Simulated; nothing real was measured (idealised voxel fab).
Documented hereafter: the process module known as voxel self aligned vias.
Displayed cross-section: cut, width of 175 nm, square cells sized 5 nm.
Square cells in a grid make up a cross-section in this document, and the grid is given as bands, listed from the top down, each one or more rows of cells.
First you get the band's top height and its bottom height, in nm, and then the materials it's made of, left to right, with each width in nm. If you see a single material with "edge to edge", that one covers the band edge to edge. "blank" is empty space.
Below 0: as-received wafer, all one material; heights counted from there. Lowest band: no bottom, goes on down, written "top 0, no bottom".
Read "30..40" as a graded width: first number on top, second number at the bottom, same change between each pair of neighbouring rows.
Key: "all unchanged" - step with no changed cell in the cross-section.
Entry "Closed void roster". Content: empty spaces with no open connection to the top, size 8 cells or greater. Each: width x height at distance. Distance: from left edge. Unit: nm.
What comes after the settings on a step's line is commentary from the simulator itself on that step.
overlay nm: how far to the right of its planned place the mask lay on this masked step (negative: to the left).
**The following list gives the planned process steps**
1,RECEIVE with material Si
2,CONFORMAL_DEP with material SiO2, thk nm 10
3,CONFORMAL_DEP with material SiCN, thk nm 5
4,DIRECTIONAL_DEP with material lowk, thk nm 30
5,PATTERN with tone open, mask id LINES, material resist, width nm 30, pitch nm 65, thk nm 15, overlay nm 0
6,DIRECTIONAL_ETCH with etch materials lowk, depth nm 30
7,STRIP with etch materials resist
8,CONFORMAL_DEP with material TiN, thk nm 5
9,FILL_DEP with material W, thk nm 10
10,CMP with height nm 45
11,SELECTIVE_ETCH with etch materials W Ru TiN, depth nm 10
12,FILL_DEP with material SiN, thk nm 5
13,CMP with height nm 45
14,DIRECTIONAL_DEP with material lowk, thk nm 20
15,PATTERN with tone open, mask id VIAS, material resist, width nm 40, thk nm 20, overlay nm 0
16,DIRECTIONAL_ETCH with etch materials lowk, depth nm 20
17,DIRECTIONAL_ETCH with etch materials SiN, depth nm 10
18,STRIP with etch materials resist
19,CONFORMAL_DEP with material TiN, thk nm 5
20,FILL_DEP with material Cu, thk nm 10
21,CMP with height nm 65
22,CONFORMAL_DEP with material SiN, thk nm 5
**So this is the incoming wafer in cross-section - it's already been through step 1**
* top 0, no bottom: Si edge to edge
* Closed void roster: none
**First wafer of two, sectioned at end of module; run went per plan**
* top 70, bottom 65: SiN edge to edge
* top 65, bottom 50: lowk 35 nm, TiN 5 nm, Cu 30 nm, TiN 5 nm, lowk 100 nm
* top 50, bottom 45: lowk 35 nm, TiN 10 nm, Cu 20 nm, TiN 10 nm, lowk 100 nm
* top 45, bottom 40: lowk 40 nm, TiN 5 nm, Cu 20 nm, TiN 5 nm, lowk 35 nm, SiN 30 nm, lowk 40 nm
* top 40, bottom 35: lowk 40 nm, TiN 30 nm, lowk 35 nm, SiN 30 nm, lowk 40 nm
* top 35, bottom 20: lowk 40 nm, TiN 5 nm, W 20 nm, TiN 5 nm, lowk 35 nm, TiN 5 nm, W 20 nm, TiN 5 nm, lowk 40 nm
* top 20, bottom 15: lowk 40 nm, TiN 30 nm, lowk 35 nm, TiN 30 nm, lowk 40 nm
* top 15, bottom 10: SiCN edge to edge
* top 10, bottom 0: SiO2 edge to edge
* top 0, no bottom: Si edge to edge
* Closed void roster: none
**Cross-section, second wafer: same start as the first, same plan as the first, one mistake in running it; taken at the end of the module**
* top 70, bottom 65: SiN edge to edge
* top 65, bottom 45: lowk 35 nm, TiN 5 nm, Cu 30 nm, TiN 5 nm, lowk 100 nm
* top 45, bottom 40: lowk 35 nm, TiN 5 nm, Cu 30 nm, TiN 5 nm, lowk 30 nm, SiN 30 nm, lowk 40 nm
* top 40, bottom 35: lowk 35 nm, TiN 40 nm, lowk 30 nm, SiN 30 nm, lowk 40 nm
* top 35, bottom 25: lowk 35 nm, TiN 10 nm, W 20 nm, TiN 10 nm, lowk 30 nm, TiN 5 nm, W 20 nm, TiN 5 nm, lowk 40 nm
* top 25, bottom 20: lowk 40 nm, TiN 5 nm, W 20 nm, TiN 5 nm, lowk 35 nm, TiN 5 nm, W 20 nm, TiN 5 nm, lowk 40 nm
* top 20, bottom 15: lowk 40 nm, TiN 30 nm, lowk 35 nm, TiN 30 nm, lowk 40 nm
* top 15, bottom 10: SiCN edge to edge
* top 10, bottom 0: SiO2 edge to edge
* top 0, no bottom: Si edge to edge
* Closed void roster: none
Processing error: twice, step 16 of the plan was run
Bottom line after processing is that, in cells, the second wafer is up or down on some materials versus the first: Cu +4, TiN +4, lowk -8
